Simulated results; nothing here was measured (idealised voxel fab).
process module | voxel wiring stack
cross-section cut | 215 nm wide | cells 5 nm
A cross-section is a grid of square cells, given in bands from the top down. A band is one or more rows of cells.
Each band's line starts with the height of the band's top and of its bottom, in nm. Then come its materials from left to right, each with its width in nm. One material with "throughout" fills the band from edge to edge. "air" is empty space.
Height 0 is the level under which the wafer as received is all one material. The lowest band goes on downwards, as in "0 down".
A width such as "30 to 40" changes by the same amount from each row of cells to the next, from the band's top row to its bottom row.
"no change" after a step means that no cell of the cross-section changed.
closed voids: empty space of 8 cells or more with no open way to the top, each as width x height at its distance from the left edge, in nm
after a step's settings: what the simulator itself notes on the step
overlay nm, on a step with a mask: how far to the right of its planned place the mask lay; to the left if negative
plan
1 op RECEIVE | material Si
2 op CONFORMAL_DEP | material SiO2 | thk nm 15
3 op DIRECTIONAL_DEP | material TiN | thk nm 5
4 op DIRECTIONAL_DEP | material Ru | thk nm 25
5 op PATTERN | tone cover | mask id METAL_1 | material resist | width nm 25 | pitch nm 45 | thk nm 20 | overlay nm 0
6 op DIRECTIONAL_ETCH | etch materials Ru | depth nm 25
7 op DIRECTIONAL_ETCH | etch materials TiN | depth nm 5
8 op STRIP | etch materials resist
9 op FILL_DEP | material lowk | thk nm 5
10 op CMP | height nm 45
11 op CONFORMAL_DEP | material SiCN | thk nm 5
12 op DIRECTIONAL_DEP | material lowk | thk nm 20
13 op PATTERN | tone open | mask id PLUG_1 | material resist | width nm 15 | pitch nm 45 | thk nm 20 | overlay nm 0
14 op DIRECTIONAL_ETCH | etch materials lowk | depth nm 20
15 op DIRECTIONAL_ETCH | etch materials SiCN | depth nm 5
16 op STRIP | etch materials resist
17 op EPI | material Ru | thk nm 10
18 op EPI | material Ru | thk nm 10
19 op EPI | material Ru | thk nm 5
20 op DIRECTIONAL_DEP | material TiN | thk nm 5
21 op DIRECTIONAL_DEP | material W | thk nm 15
22 op PATTERN | tone cover | mask id METAL_2 | material resist | width nm 25 | pitch nm 45 | thk nm 15 | overlay nm 0
23 op DIRECTIONAL_ETCH | etch materials W | depth nm 15
24 op DIRECTIONAL_ETCH | etch materials TiN | depth nm 5
25 op STRIP | etch materials resist
26 op CONFORMAL_DEP | material SiN | thk nm 5
27 op FILL_DEP | material SiO2 | thk nm 5
28 op CMP | height nm 90
29 op CONFORMAL_DEP | material SiN | thk nm 5
as received, after step 1
  0 down: Si throughout
  closed voids: none
first wafer at the end, as planned
  95 to 90: SiN throughout
  90 to 75: SiO2 45 | SiN 5 | W 25 | SiN 5 | SiO2 10 | SiN 5 | W 25 | SiN 5 | SiO2 10 | SiN 5 | W 25 | SiN 5 | SiO2 45
  75 to 70: SiN 50 | TiN 25 | SiN 20 | TiN 25 | SiN 20 | TiN 25 | SiN 50
  70 to 50: lowk 50 | Ru 15 | lowk 30 | Ru 15 | lowk 30 | Ru 15 | lowk 60
  50 to 45: SiCN 50 | Ru 15 | SiCN 30 | Ru 15 | SiCN 30 | Ru 15 | SiCN 60
  45 to 20: lowk 50 | Ru 25 | lowk 20 | Ru 25 | lowk 20 | Ru 25 | lowk 50
  20 to 15: lowk 50 | TiN 25 | lowk 20 | TiN 25 | lowk 20 | TiN 25 | lowk 50
  15 to 0: SiO2 throughout
  0 down: Si throughout
  closed voids: none
second wafer at the end: like start, like plan, one mistake
  95 to 90: SiN throughout
  90 to 75: lowk 50 | W 15 | lowk 30 | W 15 | lowk 30 | W 15 | lowk 60
  75 to 70: lowk 50 | TiN 15 | lowk 30 | TiN 15 | lowk 30 | TiN 15 | lowk 60
  70 to 50: lowk throughout
  50 to 45: SiCN throughout
  45 to 20: lowk 50 | Ru 25 | lowk 20 | Ru 25 | lowk 20 | Ru 25 | lowk 50
  20 to 15: lowk 50 | TiN 25 | lowk 20 | TiN 25 | lowk 20 | TiN 25 | lowk 50
  15 to 0: SiO2 throughout
  0 down: Si throughout
  closed voids: none
what went wrong: step 12 was run twice
at the end the second wafer has, in cells: 45 fewer of Ru | 9 more of SiCN | 46 fewer of SiN | 66 fewer of SiO2 | 6 fewer of TiN | 18 fewer of W | 172 more of lowk
